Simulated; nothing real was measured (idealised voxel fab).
The process module that follows is named voxel self aligned vias.
Cross-section cut spans 175 nm and uses square cells 5 nm in size.
Notation: cross-section as square-cell grid; stated in bands, top first, going down; one or more cell rows per band.
Per band: top height and bottom height in nm, followed by the left-to-right materials and their widths in nm; "all across" marks a single material spanning edge to edge, "air" marks empty space.
Below 0: as-received wafer, all one material; heights counted from there. Lowest band: no bottom, goes on down, written "0 nm and below".
With a width like "30 to 40", each row of cells in the band differs from the next by the same amount, the top row carrying the first number and the bottom row the second.
"changes: none" -> step changed no cross-section cell.
Reported under the label "Sealed-off cavities" are the empty spaces having no open way to the top and comprising 8 cells or more; the notation for each is width x height at distance, in which the distance is measured from the left edge and all three values are in nm.
Whatever follows a step's settings on its line is a remark the simulator itself makes about that step.
A step's line can hold "overlay nm"; with a mask on that step, the setting says how far right of the planned place the mask lay, while a negative setting says it lay to the left.
Steps in the process plan:
1) RECEIVE,material Si
2) CONFORMAL_DEP,material SiO2,thk nm 10
3) CONFORMAL_DEP,material SiCN,thk nm 5
4) DIRECTIONAL_DEP,material SiO2,thk nm 25
5) MASKED_ETCH,tone open,mask id LINES,width nm 25,pitch nm 65,etch materials SiO2,depth nm 25,overlay nm 0
6) CONFORMAL_DEP,material TiN,thk nm 5
7) FILL_DEP,material Ru,thk nm 5
8) CMP,height nm 40
9) SELECTIVE_ETCH,etch materials W Ru TiN,depth nm 5
10) FILL_DEP,material SiN,thk nm 5
11) CMP,height nm 40
12) DIRECTIONAL_DEP,material SiO2,thk nm 20
13) DIRECTIONAL_DEP,material aC,thk nm 15
14) PATTERN,tone open,mask id VIAS,material resist,width nm 25,thk nm 35,overlay nm 0
15) DIRECTIONAL_ETCH,etch materials aC,depth nm 15
16) STRIP,etch materials resist
17) DIRECTIONAL_ETCH,etch materials SiO2,depth nm 20
18) DIRECTIONAL_ETCH,etch materials SiN,depth nm 5
19) STRIP,etch materials aC
20) CONFORMAL_DEP,material TiN,thk nm 5
21) FILL_DEP,material Cu,thk nm 5
22) CMP,height nm 60
23) CONFORMAL_DEP,material SiCN,thk nm 5
Heads up: all these wafers start the same, and what changes between them is the width nm in step 14. The value you see in the plan is just what the first wafer got.
Cross-section of the first of several received wafers, showing its state after step 1:
- 0 nm and below: Si all across
- Sealed-off cavities: none
The first of several wafers, seen in cross-section after the module's last step, step 23:
- 65 nm to 60 nm: SiCN all across
- 60 nm to 40 nm: 40 of SiO2  5 of TiN  15 of Cu  5 of TiN  110 of SiO2
- 40 nm to 35 nm: 40 of SiO2  25 of TiN  40 of SiO2  25 of SiN  45 of SiO2
- 35 nm to 20 nm: 40 of SiO2  5 of TiN  15 of Ru  5 of TiN  40 of SiO2  5 of TiN  15 of Ru  5 of TiN  45 of SiO2
- 20 nm to 15 nm: 40 of SiO2  25 of TiN  40 of SiO2  25 of TiN  45 of SiO2
- 15 nm to 10 nm: SiCN all across
- 10 nm to 0 nm: SiO2 all across
- 0 nm and below: Si all across
- Sealed-off cavities: none
X-section, last wafer, module end:
- 65 nm to 60 nm: SiCN all across
- 60 nm to 45 nm: 30 of SiO2  5 of TiN  40 of Cu  5 of TiN  95 of SiO2
- 45 nm to 40 nm: 30 of SiO2  15 of TiN  15 of Cu  20 of TiN  95 of SiO2
- 40 nm to 35 nm: 40 of SiO2  25 of TiN  40 of SiO2  25 of SiN  45 of SiO2
- 35 nm to 20 nm: 40 of SiO2  5 of TiN  15 of Ru  5 of TiN  40 of SiO2  5 of TiN  15 of Ru  5 of TiN  45 of SiO2
- 20 nm to 15 nm: 40 of SiO2  25 of TiN  40 of SiO2  25 of TiN  45 of SiO2
- 15 nm to 10 nm: SiCN all across
- 10 nm to 0 nm: SiO2 all across
- 0 nm and below: Si all across
- Sealed-off cavities: none
Below is a per-wafer table. In it, each row describes the wafer at the end of the module by giving, for each material, the number of cells gained (+) or lost (-) since the wafer was received, and after that the closed voids of the wafer:
width nm 25 | +12 Cu | +18 Ru | +70 SiCN | +5 SiN | +315 SiO2 | +35 TiN | Sealed-off cavities: none
width nm 30 | +15 Cu | +18 Ru | +70 SiCN | +5 SiN | +311 SiO2 | +36 TiN | Sealed-off cavities: none
width nm 35 | +18 Cu | +18 Ru | +70 SiCN | +5 SiN | +307 SiO2 | +37 TiN | Sealed-off cavities: none
width nm 40 | +21 Cu | +18 Ru | +70 SiCN | +5 SiN | +303 SiO2 | +38 TiN | Sealed-off cavities: none
width nm 45 | +24 Cu | +18 Ru | +70 SiCN | +5 SiN | +299 SiO2 | +39 TiN | Sealed-off cavities: none
width nm 50 | +27 Cu | +18 Ru | +70 SiCN | +5 SiN | +295 SiO2 | +40 TiN | Sealed-off cavities: none
